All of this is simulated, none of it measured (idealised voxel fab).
Name of the process module below: voxel double patterning
The cross-section on display is named cut; it measures 265 nm wide, and its cells are 5 nm squares.
A cross-section in this document is a grid of square cells, and it is written down as bands, the top band listed before the ones below it; a band is made up of one or more rows of cells. Top height, bottom height, nm. Materials left to right, width each, nm. Single material + "everywhere" = fills band edge to edge. "blank" = empty. Measure heights from 0. That's the level where, below it, the as-received wafer is all one material. The lowest band is bottomless and extends downward; write it as in "top 0, no bottom". Note: "30 to 40" means the width goes from the first number (top row of the band) to the second number (bottom row) in equal steps per row of cells. "nothing altered" for a step: no cell of the cross-section changed in that step. Any empty space of 8 cells or more lacking an open way to the top shows up in "Unvented voids" as width x height at distance, distance from the left edge, in nm. Post-settings text on a step line: simulator's own remark regarding the step. overlay nm: right-of-plan distance of the mask on a masked step; negative values mean left-of-plan.
-- Here's what the planned process steps look like
1) RECEIVE | material Si
2) CONFORMAL_DEP | material SiO2 | thk nm 10
3) DIRECTIONAL_DEP | material polySi | thk nm 10
4) DIRECTIONAL_DEP | material SiCN | thk nm 5
5) DIRECTIONAL_DEP | material aC | thk nm 15
6) PATTERN | tone open | mask id FIRST | material resist | width nm 15 | pitch nm 50 | thk nm 30 | overlay nm 0
7) DIRECTIONAL_ETCH | etch materials aC | depth nm 15
8) STRIP | etch materials resist
9) DIRECTIONAL_ETCH | etch materials SiCN | depth nm 5
10) STRIP | etch materials aC
11) PATTERN | tone open | mask id SECOND | material resist | width nm 15 | thk nm 15 | overlay nm 0
12) DIRECTIONAL_ETCH | etch materials SiCN | depth nm 5
13) STRIP | etch materials resist
14) DIRECTIONAL_ETCH | etch materials polySi | depth nm 10
15) STRIP | etch materials SiCN
-- Cross-section of the wafer at receipt, which is the condition after step 1
> top 0, no bottom: Si everywhere
> Unvented voids: none
-- Result of the module, cross-sectioned: start per above, plan per above, one error in how it was run
> top 20, bottom 10: 110 polySi, then 30 blank, then 20 polySi, then 15 blank, then 90 polySi
> top 10, bottom 0: SiO2 everywhere
> top 0, no bottom: Si everywhere
> Unvented voids: none
Nonconformance to the process plan: step 6 was run on a setting that differed from the plan, and what really ran there is PATTERN | tone open | mask id FIRST | material resist | width nm 15 | pitch nm 50 | thk nm 30 | overlay nm 10
